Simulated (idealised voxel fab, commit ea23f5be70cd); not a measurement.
Process module under the name voxel fin reveal
Each square cell in cross-section cut measures 5 nm, and the section as a whole is 215 nm wide.
Each cross-section below is a grid of square cells, stated as bands in top-down order, with one or more rows of cells making up each band. What a band's entry tells you: where the top is and where the bottom is, as heights in nm, and after that what lies inside, material by material from left to right, each with its width in nm. Empty space is written as the word "empty", and a single material marked with the word "edge to edge" occupies the band from edge to edge. Height 0 is the level under which the wafer as received is all one material. The lowest band goes on downwards, as in "top 0, no bottom". Per-row width for "30 to 40": begins at first number (top row of band), ends at second number (bottom row), increment between rows held constant. What does "no alteration" mean for a step? It means no cell of the cross-section changed in that step. The entry "Enclosed void inventory" lists the empty spaces that cover at least 8 cells and have no open path to the top. Each is written as width x height at distance, where the distance is measured from the left edge and all three values are in nm. Text after the settings on a step's line: the simulator's own remark on that step. If you see "overlay nm" on a step's line and that step has a mask, it's telling you how far right of where it was planned the mask ended up; a negative number means it went left instead.

Process steps - plan
1 op RECEIVE | material Si
2 op CONFORMAL_DEP | material SiN | thk nm 5
3 op MASKED_ETCH | tone cover | mask id FINS | width nm 15 | pitch nm 40 | etch materials SiN | depth nm 5 | overlay nm 0
4 op MASKED_ETCH | tone cover | mask id FINS | width nm 15 | pitch nm 40 | etch materials Si | depth nm 30 | overlay nm 0
5 op OXIDIZE | depth nm 5
6 op FILL_DEP | material SiO2 | thk nm 10
7 op CMP | height nm 5
8 op SELECTIVE_ETCH | etch materials SiO2 | depth nm 25
9 op STRIP | etch materials SiN

The first of a set of two wafers, run to plan

Cross-section of the wafer upon arrival, representing the state reached after step 1
top 0, no bottom | Si edge to edge
Enclosed void inventory: none

After step 2: wafer cross-section
top 5, bottom 0 | SiN edge to edge
Below a height of 0, the structure has not been altered.

After step 3: wafer cross-section
top 5, bottom 0 | 60 empty; 15 SiN; 25 empty; 15 SiN; 25 empty; 15 SiN; 60 empty
Below a height of 0, the structure has not been altered.

After step 4: wafer cross-section
top 5, bottom 0 | 60 empty; 15 SiN; 25 empty; 15 SiN; 25 empty; 15 SiN; 60 empty
top 0, bottom -30 | 60 empty; 15 Si; 25 empty; 15 Si; 25 empty; 15 Si; 60 empty
Below a height of -30, the structure has not been altered.

After step 5: wafer cross-section
top 5, bottom 0 | 60 empty; 15 SiN; 25 empty; 15 SiN; 25 empty; 15 SiN; 60 empty
top 0, bottom -30 | 60 empty; 5 SiO2; 5 Si; 5 SiO2; 25 empty; 5 SiO2; 5 Si; 5 SiO2; 25 empty; 5 SiO2; 5 Si; 5 SiO2; 60 empty
top -30, bottom -35 | 65 SiO2; 5 Si; 35 SiO2; 5 Si; 35 SiO2; 5 Si; 65 SiO2
Below a height of -35, the structure has not been altered.

After step 6: wafer cross-section
top 15, bottom 5 | SiO2 edge to edge
top 5, bottom 0 | 60 SiO2; 15 SiN; 25 SiO2; 15 SiN; 25 SiO2; 15 SiN; 60 SiO2
top 0, bottom -35 | 65 SiO2; 5 Si; 35 SiO2; 5 Si; 35 SiO2; 5 Si; 65 SiO2
Below a height of -35, the structure has not been altered.

After step 7: wafer cross-section
top 5, bottom 0 | 60 SiO2; 15 SiN; 25 SiO2; 15 SiN; 25 SiO2; 15 SiN; 60 SiO2
Below a height of 0, the structure has not been altered.

After step 8: wafer cross-section
top 5, bottom 0 | 60 empty; 15 SiN; 25 empty; 15 SiN; 25 empty; 15 SiN; 60 empty
top 0, bottom -20 | 65 empty; 5 Si; 35 empty; 5 Si; 35 empty; 5 Si; 65 empty
Below a height of -20, the structure has not been altered.

After step 9: wafer cross-section
top 0, bottom -20 | 65 empty; 5 Si; 35 empty; 5 Si; 35 empty; 5 Si; 65 empty
Below a height of -20, the structure has not been altered.

Companion wafer, the second of two: same beginning, same intended sequence, one mistake in carrying it out; through step 7 inclusive it tracks the first exactly

Second wafer, section view, time point: scheduled end of step 8
top 5, bottom 0 | 60 SiO2; 15 empty; 25 SiO2; 15 empty; 25 SiO2; 15 empty; 60 SiO2
Below a height of 0, the structure has not been altered.

Second wafer, section view, time point: scheduled end of step 9
top 0, bottom -20 | 65 empty; 5 Si; 35 empty; 5 Si; 35 empty; 5 Si; 65 empty
top -20, bottom -25 | 35 SiO2; 30 empty; 5 Si; 35 empty; 5 Si; 35 empty; 5 Si; 30 empty; 35 SiO2
Below a height of -25, the structure has not been altered.
The plan and the run diverged here: the intended sequence of steps 8 and 9 was reversed during processing, with each occupying the position of the other
Final cells, second wafer relative to first, materials higher or lower: -26 SiO2
